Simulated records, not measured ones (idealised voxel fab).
Process module, titled voxel plated lines
225 nm wide, 5 nm square cells: that's cross-section cut.
In what follows, cross-sections appear as grids of square cells, described through bands that run from the top down, where every band is one or more rows of cells. Read a band's entry like this: the first values are the height of its top and the height of its bottom in nm, and what follows is the sequence of materials from left to right, each with its width in nm. Note that "blank" is empty space, and that a single material marked "throughout" reaches across the band from edge to edge. Convention: height 0 is the level below which the wafer, as received, is all one material. The lowest band does not terminate at the bottom but continues downward, represented as "0 nm and below". Width: "30 to 40" (first number = top row, second number = bottom row, same change from row to row of cells). For the purposes of this document, the phrase "all unchanged" attached to a step denotes that no cell within the cross-section was modified by that step. Sealed internal cavities: empty space of 8 cells or more with no open way to the top, each as width x height at its distance from the left edge, in nm. If you see something after the settings on a step's line, that's the simulator's own remark about that step. overlay nm: on a step with a mask, how far right of its planned place the mask lay; negative means left.
SET OUT BELOW ARE THE PLANNED STEPS OF THE PROCESS
1. RECEIVE | material Si
2. CONFORMAL_DEP | material Al2O3 | thk nm 10
3. DIRECTIONAL_DEP | material TiN | thk nm 5
4. PATTERN | tone open | mask id LINES | material resist | width nm 15 | pitch nm 40 | thk nm 30 | overlay nm 0
5. EPI | material Ru | thk nm 5
6. EPI | material Ru | thk nm 5
7. STRIP | etch materials resist
8. DIRECTIONAL_ETCH | etch materials TiN | depth nm 5
9. CONFORMAL_DEP | material SiO2 | thk nm 10
Don't read the plan's thk nm for step 3 as applying to every wafer: that's the first wafer's value, and the wafers differ in it, though they all start identical.
THE AS-RECEIVED CROSS-SECTION OF THE FIRST OF SEVERAL WAFERS CORRESPONDS TO THE STATE AFTER STEP 1
- 0 nm and below | Si throughout
- Sealed internal cavities: none
QUICK LOOK AT THE CROSS-SECTION OF THE FIRST OF SEVERAL WAFERS AFTER STEP 9, WHICH WRAPS UP THE MODULE
- 35 nm to 25 nm | 75 of blank  35 of SiO2  5 of blank  35 of SiO2  75 of blank
- 25 nm to 20 nm | 75 of blank  10 of SiO2  15 of Ru  10 of SiO2  5 of blank  10 of SiO2  15 of Ru  10 of SiO2  75 of blank
- 20 nm to 15 nm | 85 of SiO2  15 of Ru  25 of SiO2  15 of Ru  85 of SiO2
- 15 nm to 10 nm | 85 of SiO2  15 of TiN  25 of SiO2  15 of TiN  85 of SiO2
- 10 nm to 0 nm | Al2O3 throughout
- 0 nm and below | Si throughout
- Sealed internal cavities: none
WAFER CROSS-SECTION (LAST WAFER, MODULE END)
- 50 nm to 40 nm | 75 of blank  35 of SiO2  5 of blank  35 of SiO2  75 of blank
- 40 nm to 35 nm | 75 of blank  10 of SiO2  15 of Ru  10 of SiO2  5 of blank  10 of SiO2  15 of Ru  10 of SiO2  75 of blank
- 35 nm to 30 nm | 85 of SiO2  15 of Ru  25 of SiO2  15 of Ru  85 of SiO2
- 30 nm to 25 nm | 85 of SiO2  15 of TiN  25 of SiO2  15 of TiN  85 of SiO2
- 25 nm to 10 nm | TiN throughout
- 10 nm to 0 nm | Al2O3 throughout
- 0 nm and below | Si throughout
- Sealed internal cavities: none
EACH ROW BELOW IS A WAFER AT THE END OF THE MODULE, LISTING FOR EVERY MATERIAL THE NUMBER OF CELLS IT HAS GAINED (+) OR LOST (-) SINCE IT WAS RECEIVED, FOLLOWED BY ITS CLOSED VOIDS
thk nm 5, +90 Al2O3, +12 Ru, +114 SiO2, +6 TiN, Sealed internal cavities: none
thk nm 10, +90 Al2O3, +12 Ru, +114 SiO2, +51 TiN, Sealed internal cavities: none
thk nm 15, +90 Al2O3, +12 Ru, +114 SiO2, +96 TiN, Sealed internal cavities: none
thk nm 20, +90 Al2O3, +12 Ru, +114 SiO2, +141 TiN, Sealed internal cavities: none
